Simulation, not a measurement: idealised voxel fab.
process module | voxel fin reveal
cross-section cut | 245 nm wide | cells 5 nm
A cross-section is a grid of square cells, given in bands from the top down. A band is one or more rows of cells.
Each band's line starts with the height of the band's top and of its bottom, in nm. Then come its materials from left to right, each with its width in nm. One material with "throughout" fills the band from edge to edge. "air" is empty space.
Height 0 is the level under which the wafer as received is all one material. The lowest band goes on downwards, as in "0 down".
A width such as "30 to 40" changes by the same amount from each row of cells to the next, from the band's top row to its bottom row.
"no change" after a step means that no cell of the cross-section changed.
closed voids: empty space of 8 cells or more with no open way to the top, each as width x height at its distance from the left edge, in nm
after a step's settings: what the simulator itself notes on the step
overlay nm, on a step with a mask: how far to the right of its planned place the mask lay; to the left if negative
plan
1 op RECEIVE | material Si
2 op CONFORMAL_DEP | material SiN | thk nm 10
3 op MASKED_ETCH | tone cover | mask id FINS | width nm 15 | pitch nm 40 | etch materials SiN | depth nm 10 | overlay nm 0
4 op MASKED_ETCH | tone cover | mask id FINS | width nm 15 | pitch nm 40 | etch materials Si | depth nm 35 | overlay nm 0
5 op OXIDIZE | depth nm 5
6 op FILL_DEP | material SiO2 | thk nm 15
7 op CMP | height nm 10
8 op SELECTIVE_ETCH | etch materials SiO2 | depth nm 20
9 op STRIP | etch materials SiN
10 op CONFORMAL_DEP | material HfO2 | thk nm 5
first wafer, as planned
as received, after step 1
  0 down: Si throughout
  closed voids: none
after step 2
  10 to 0: SiN throughout
  below 0: unchanged
after step 3
  10 to 0: air 55 | SiN 15 | air 25 | SiN 15 | air 25 | SiN 15 | air 25 | SiN 15 | air 55
  below 0: unchanged
after step 4
  10 to 0: air 55 | SiN 15 | air 25 | SiN 15 | air 25 | SiN 15 | air 25 | SiN 15 | air 55
  0 to -35: air 55 | Si 15 | air 25 | Si 15 | air 25 | Si 15 | air 25 | Si 15 | air 55
  below -35: unchanged
after step 5
  10 to 0: air 55 | SiN 15 | air 25 | SiN 15 | air 25 | SiN 15 | air 25 | SiN 15 | air 55
  0 to -35: air 55 | SiO2 5 | Si 5 | SiO2 5 | air 25 | SiO2 5 | Si 5 | SiO2 5 | air 25 | SiO2 5 | Si 5 | SiO2 5 | air 25 | SiO2 5 | Si 5 | SiO2 5 | air 55
  -35 to -40: SiO2 60 | Si 5 | SiO2 35 | Si 5 | SiO2 35 | Si 5 | SiO2 35 | Si 5 | SiO2 60
  below -40: unchanged
after step 6
  25 to 10: SiO2 throughout
  10 to 0: SiO2 55 | SiN 15 | SiO2 25 | SiN 15 | SiO2 25 | SiN 15 | SiO2 25 | SiN 15 | SiO2 55
  0 to -40: SiO2 60 | Si 5 | SiO2 35 | Si 5 | SiO2 35 | Si 5 | SiO2 35 | Si 5 | SiO2 60
  below -40: unchanged
after step 7
  10 to 0: SiO2 55 | SiN 15 | SiO2 25 | SiN 15 | SiO2 25 | SiN 15 | SiO2 25 | SiN 15 | SiO2 55
  below 0: unchanged
after step 8
  10 to 0: air 55 | SiN 15 | air 25 | SiN 15 | air 25 | SiN 15 | air 25 | SiN 15 | air 55
  0 to -10: air 60 | Si 5 | air 35 | Si 5 | air 35 | Si 5 | air 35 | Si 5 | air 60
  below -10: unchanged
after step 9
  0 to -10: air 60 | Si 5 | air 35 | Si 5 | air 35 | Si 5 | air 35 | Si 5 | air 60
  below -10: unchanged
after step 10
  5 to 0: air 55 | HfO2 15 | air 25 | HfO2 15 | air 25 | HfO2 15 | air 25 | HfO2 15 | air 55
  0 to -5: air 55 | HfO2 5 | Si 5 | HfO2 5 | air 25 | HfO2 5 | Si 5 | HfO2 5 | air 25 | HfO2 5 | Si 5 | HfO2 5 | air 25 | HfO2 5 | Si 5 | HfO2 5 | air 55
  -5 to -10: HfO2 60 | Si 5 | HfO2 35 | Si 5 | HfO2 35 | Si 5 | HfO2 35 | Si 5 | HfO2 60
  below -10: unchanged
second wafer: like start, like plan, one mistake. Through step 3 it matches the first wafer
when step 4 should have ended
  10 to 0: air 55 | SiN 15 | air 25 | SiN 15 | air 25 | SiN 15 | air 25 | SiN 15 | air 55
  0 to -30: air 55 | Si 15 | air 25 | Si 15 | air 25 | Si 15 | air 25 | Si 15 | air 55
  below -30: unchanged
when step 5 should have ended
  10 to 0: air 55 | SiN 15 | air 25 | SiN 15 | air 25 | SiN 15 | air 25 | SiN 15 | air 55
  0 to -30: air 55 | SiO2 5 | Si 5 | SiO2 5 | air 25 | SiO2 5 | Si 5 | SiO2 5 | air 25 | SiO2 5 | Si 5 | SiO2 5 | air 25 | SiO2 5 | Si 5 | SiO2 5 | air 55
  -30 to -35: SiO2 60 | Si 5 | SiO2 35 | Si 5 | SiO2 35 | Si 5 | SiO2 35 | Si 5 | SiO2 60
  below -35: unchanged
when step 6 should have ended
  25 to 10: SiO2 throughout
  10 to 0: SiO2 55 | SiN 15 | SiO2 25 | SiN 15 | SiO2 25 | SiN 15 | SiO2 25 | SiN 15 | SiO2 55
  0 to -35: SiO2 60 | Si 5 | SiO2 35 | Si 5 | SiO2 35 | Si 5 | SiO2 35 | Si 5 | SiO2 60
  below -35: unchanged
when step 7 should have ended
  10 to 0: SiO2 55 | SiN 15 | SiO2 25 | SiN 15 | SiO2 25 | SiN 15 | SiO2 25 | SiN 15 | SiO2 55
  below 0: unchanged
when step 8 should have ended
  10 to 0: air 55 | SiN 15 | air 25 | SiN 15 | air 25 | SiN 15 | air 25 | SiN 15 | air 55
  0 to -10: air 60 | Si 5 | air 35 | Si 5 | air 35 | Si 5 | air 35 | Si 5 | air 60
  below -10: unchanged
when step 9 should have ended
  0 to -10: air 60 | Si 5 | air 35 | Si 5 | air 35 | Si 5 | air 35 | Si 5 | air 60
  below -10: unchanged
when step 10 should have ended
  5 to 0: air 55 | HfO2 15 | air 25 | HfO2 15 | air 25 | HfO2 15 | air 25 | HfO2 15 | air 55
  0 to -5: air 55 | HfO2 5 | Si 5 | HfO2 5 | air 25 | HfO2 5 | Si 5 | HfO2 5 | air 25 | HfO2 5 | Si 5 | HfO2 5 | air 25 | HfO2 5 | Si 5 | HfO2 5 | air 55
  -5 to -10: HfO2 60 | Si 5 | HfO2 35 | Si 5 | HfO2 35 | Si 5 | HfO2 35 | Si 5 | HfO2 60
  below -10: unchanged
what went wrong: step 4 ran as: op MASKED_ETCH | tone cover | mask id FINS | width nm 15 | pitch nm 40 | etch materials Si | depth nm 30 | overlay nm 0
at the end the second wafer has, in cells: 45 more of Si | 45 fewer of SiO2
